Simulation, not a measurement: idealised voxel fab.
process module | voxel transistor to metal
cross-section cut | 210 nm wide | cells 5 nm
A cross-section is a grid of square cells, given in bands from the top down. A band is one or more rows of cells.
Each band's line starts with the height of the band's top and of its bottom, in nm. Then come its materials from left to right, each with its width in nm. One material with "throughout" fills the band from edge to edge. "air" is empty space.
Height 0 is the level under which the wafer as received is all one material. The lowest band goes on downwards, as in "0 down".
A width such as "30 to 40" changes by the same amount from each row of cells to the next, from the band's top row to its bottom row.
"no change" after a step means that no cell of the cross-section changed.
closed voids: empty space of 8 cells or more with no open way to the top, each as width x height at its distance from the left edge, in nm
after a step's settings: what the simulator itself notes on the step
overlay nm, on a step with a mask: how far to the right of its planned place the mask lay; to the left if negative
plan
1 op RECEIVE | material Si
2 op CONFORMAL_DEP | material SiO2 | thk nm 5
3 op CONFORMAL_DEP | material SiN | thk nm 10
4 op DIRECTIONAL_DEP | material aC | thk nm 15
5 op PATTERN | tone cover | mask id ACTIVE | material resist | width nm 105 | thk nm 30 | overlay nm 0
6 op DIRECTIONAL_ETCH | etch materials aC | depth nm 15
7 op STRIP | etch materials resist
8 op DIRECTIONAL_ETCH | etch materials SiN | depth nm 10
9 op DIRECTIONAL_ETCH | etch materials SiO2 | depth nm 5
10 op DIRECTIONAL_ETCH | etch materials Si | depth nm 35
11 op STRIP | etch materials aC
12 op OXIDIZE | depth nm 5
13 op FILL_DEP | material SiO2 | thk nm 5
14 op CMP | height nm 15
15 op SELECTIVE_ETCH | etch materials SiO2 | depth nm 10
16 op STRIP | etch materials SiN
17 op SELECTIVE_ETCH | etch materials SiO2 | depth nm 5
18 op OXIDIZE | depth nm 5
19 op DIRECTIONAL_DEP | material polySi | thk nm 30
20 op DIRECTIONAL_DEP | material SiCN | thk nm 15
21 op PATTERN | tone cover | mask id GATE | material resist | width nm 25 | thk nm 20 | overlay nm 0
22 op DIRECTIONAL_ETCH | etch materials SiCN | depth nm 25
23 op DIRECTIONAL_ETCH | etch materials polySi | depth nm 40
24 op STRIP | etch materials resist
25 op CONFORMAL_DEP | material SiN | thk nm 5
26 op DIRECTIONAL_ETCH | etch materials SiN | depth nm 5
27 op DIRECTIONAL_ETCH | etch materials SiO2 | depth nm 5
28 op EPI | material pSi | thk nm 5
29 op FILL_DEP | material SiO2 | thk nm 5
30 op CMP | height nm 30
31 op STRIP | etch materials polySi
32 op SELECTIVE_ETCH | etch materials SiO2 | depth nm 5
33 op CONFORMAL_DEP | material HfO2 | thk nm 5
34 op CONFORMAL_DEP | material TiN | thk nm 5
35 op FILL_DEP | material W | thk nm 10
36 op CMP | height nm 25
37 op DIRECTIONAL_DEP | material SiO2 | thk nm 15
38 op MASKED_ETCH | tone open | mask id CONTACT | width nm 15 | pitch nm 70 | etch materials SiO2 | depth nm 40 | overlay nm 0
39 op CONFORMAL_DEP | material TiN | thk nm 5
40 op FILL_DEP | material W | thk nm 10
41 op CMP | height nm 40
42 op DIRECTIONAL_DEP | material TiN | thk nm 5
43 op DIRECTIONAL_DEP | material Ru | thk nm 20
44 op MASKED_ETCH | tone cover | mask id METAL_1 | width nm 15 | pitch nm 70 | etch materials Ru | depth nm 20 | overlay nm 0
45 op MASKED_ETCH | tone cover | mask id METAL_1 | width nm 15 | pitch nm 70 | etch materials TiN | depth nm 5 | overlay nm 0
46 op FILL_DEP | material lowk | thk nm 5
47 op CMP | height nm 65
48 op CONFORMAL_DEP | material SiCN | thk nm 5
as received, after step 1
  0 down: Si throughout
  closed voids: none
first wafer at the end, as planned
  70 to 65: SiCN throughout
  65 to 45: lowk 60 | Ru 15 | lowk 55 | Ru 15 | lowk 65
  45 to 40: lowk 60 | TiN 15 | lowk 55 | TiN 15 | lowk 65
  40 to 25: SiO2 60 | TiN 5 | W 5 | TiN 5 | SiO2 55 | TiN 5 | W 5 | TiN 5 | SiO2 65
  25 to 5: SiO2 60 | TiN 5 | W 5 | TiN 5 | SiO2 10 | SiN 5 | HfO2 5 | TiN 5 | W 5 | TiN 5 | HfO2 5 | SiN 5 | SiO2 10 | TiN 5 | W 5 | TiN 5 | SiO2 65
  5 to 0: SiO2 60 | TiN 15 | SiO2 10 | SiN 5 | HfO2 5 | TiN 15 | HfO2 5 | SiN 5 | SiO2 10 | TiN 15 | SiO2 65
  0 to -5: SiO2 50 | pSi 35 | HfO2 35 | pSi 35 | SiO2 55
  -5 to -40: SiO2 55 | Si 95 | SiO2 60
  -40 down: Si throughout
  closed voids: none
second wafer at the end: like start, like plan, one mistake
  70 to 65: SiCN throughout
  65 to 45: lowk 60 | Ru 15 | lowk 55 | Ru 15 | lowk 65
  45 to 40: lowk 60 | TiN 15 | lowk 55 | TiN 15 | lowk 65
  40 to 30: SiO2 60 | TiN 5 | W 5 | TiN 5 | SiO2 55 | TiN 5 | W 5 | TiN 5 | SiO2 65
  30 to 25: SiO2 60 | TiN 15 | SiO2 55 | TiN 15 | SiO2 65
  25 to 5: W 80 | TiN 5 | HfO2 5 | SiN 5 | SiO2 15 | SiN 5 | HfO2 5 | TiN 5 | W 85
  5 to 0: TiN 85 | HfO2 5 | SiN 5 | SiO2 15 | SiN 5 | HfO2 5 | TiN 90
  0 to -5: HfO2 95 | pSi 15 | HfO2 100
  -5 to -40: SiO2 55 | Si 95 | SiO2 60
  -40 down: Si throughout
  closed voids: none
what went wrong: step 21 ran as: op PATTERN | tone open | mask id GATE | material resist | width nm 25 | thk nm 20 | overlay nm 0
at the end the second wafer has, in cells: 32 more of HfO2 | 151 fewer of SiO2 | 12 more of TiN | 118 more of W | 11 fewer of pSi
